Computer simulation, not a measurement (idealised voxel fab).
This section sets out a process module, namely voxel capacitor over wiring.
This is section cut - it's 140 nm across, gridded in 5 nm square cells.
Think of the cross-section as a grid of square cells. We describe it in bands, top to bottom, and each band covers one or more rows of those cells. What a band's entry tells you: where the top is and where the bottom is, as heights in nm, and after that what lies inside, material by material from left to right, each with its width in nm. Empty space is written as the word "blank", and a single material marked with the word "edge to edge" occupies the band from edge to edge. Beneath 0, the wafer as received is one material, and that level is where height counting begins. The lowest band goes on downward without a bottom; it is written like "0..down". A two-number width, for instance "30 to 40", indicates that the width is equal to the first number in the top row of the band and to the second number in the bottom row, and that it changes by a constant amount per row of cells. For the purposes of this document, the phrase "all unchanged" attached to a step denotes that no cell within the cross-section was modified by that step. What "Entrapped voids" gives you is every empty space of 8 cells or more that is cut off from the top. Each appears as width x height at distance, with the distance taken from the left edge and width, height and distance all in nm. It should be noted that, on the line of a given step, the content following the step's settings is a remark produced by the simulator itself with respect to that step. The setting "overlay nm" may be written on the line of a step. When the step uses a mask, the value reports how far to the right of the planned place the mask lay, and a negative value reports that it lay to the left.

THE PROCESS STEPS THAT WERE PLANNED ARE LISTED BELOW
- 1: RECEIVE (material Si)
- 2: CONFORMAL_DEP (material SiO2; thk nm 10)
- 3: DIRECTIONAL_DEP (material TiN; thk nm 5)
- 4: DIRECTIONAL_DEP (material Ru; thk nm 15)
- 5: MASKED_ETCH (tone cover; mask id METAL_1; width nm 20; pitch nm 80; etch materials Ru; depth nm 15; overlay nm 0)
- 6: MASKED_ETCH (tone cover; mask id METAL_1; width nm 20; pitch nm 80; etch materials TiN; depth nm 5; overlay nm 0)
- 7: CONFORMAL_DEP (material SiCN; thk nm 5)
- 8: FILL_DEP (material SiO2; thk nm 10)
- 9: CMP (height nm 30)
- 10: CONFORMAL_DEP (material SiCN; thk nm 5)
- 11: DIRECTIONAL_DEP (material lowk; thk nm 15)
- 12: MASKED_ETCH (tone open; mask id PLUG_1; width nm 15; etch materials lowk; depth nm 15; overlay nm 0)
- 13: MASKED_ETCH (tone open; mask id PLUG_1; width nm 15; etch materials SiCN; depth nm 5; overlay nm 0)
- 14: EPI (material Ru; thk nm 10)
- 15: EPI (material Ru; thk nm 10)
- 16: DIRECTIONAL_DEP (material TiN; thk nm 10)
- 17: DIRECTIONAL_DEP (material SiN; thk nm 5)
- 18: DIRECTIONAL_DEP (material TiN; thk nm 5)
- 19: PATTERN (tone cover; mask id UPPER_PLATE; material resist; width nm 55; thk nm 15; overlay nm 0)
- 20: DIRECTIONAL_ETCH (etch materials TiN; depth nm 5)
- 21: DIRECTIONAL_ETCH (etch materials SiN; depth nm 5)
- 22: STRIP (etch materials resist)
- 23: DIRECTIONAL_DEP (material aC; thk nm 15)
- 24: PATTERN (tone cover; mask id LOWER_PLATE; material resist; width nm 75; thk nm 30; overlay nm 0)
- 25: DIRECTIONAL_ETCH (etch materials aC; depth nm 15)
- 26: STRIP (etch materials resist)
- 27: DIRECTIONAL_ETCH (etch materials TiN; depth nm 10)
- 28: STRIP (etch materials aC)
- 29: FILL_DEP (material SiO2; thk nm 15)
- 30: CMP (height nm 80)
- 31: PATTERN (tone open; mask id PLUG_2; material resist; width nm 15; thk nm 15; overlay nm 0)
- 32: DIRECTIONAL_ETCH (etch materials SiO2; depth nm 10)
- 33: STRIP (etch materials resist)
- 34: CONFORMAL_DEP (material TiN; thk nm 5)
- 35: FILL_DEP (material W; thk nm 5)
- 36: CMP (height nm 80)
- 37: CONFORMAL_DEP (material SiN; thk nm 5)
The wafers are alike at the start. At step 19, their width nm differs. The plan lists the first wafer's value.

SO THIS IS THE FIRST OF SEVERAL WAFERS, CROSS-SECTIONED AS IT CAME TO US, MEANING IT'S AT THE END OF STEP 1
  0..down = Si edge to edge
  Entrapped voids: none

THE TABLE BELOW HAS ONE ROW FOR EACH WAFER; A ROW SHOWS, AS OF THE END OF THE MODULE, HOW MANY CELLS OF EACH MATERIAL THE WAFER HAS GAINED, MARKED (+), OR LOST, MARKED (-), SINCE IT WAS RECEIVED, AND THEN THE WAFER'S CLOSED VOIDS
width nm 55, +36 Ru, +57 SiCN, +39 SiN, +214 SiO2, +54 TiN, +1 W, +75 lowk, Entrapped voids: none
width nm 60, +36 Ru, +57 SiCN, +40 SiN, +212 SiO2, +55 TiN, +1 W, +75 lowk, Entrapped voids: none
width nm 65, +36 Ru, +57 SiCN, +41 SiN, +210 SiO2, +56 TiN, +1 W, +75 lowk, Entrapped voids: none
width nm 70, +36 Ru, +57 SiCN, +42 SiN, +208 SiO2, +57 TiN, +1 W, +75 lowk, Entrapped voids: none
width nm 75, +36 Ru, +57 SiCN, +43 SiN, +206 SiO2, +58 TiN, +1 W, +75 lowk, Entrapped voids: none
width nm 80, +36 Ru, +57 SiCN, +44 SiN, +203 SiO2, +60 TiN, +1 W, +75 lowk, Entrapped voids: none
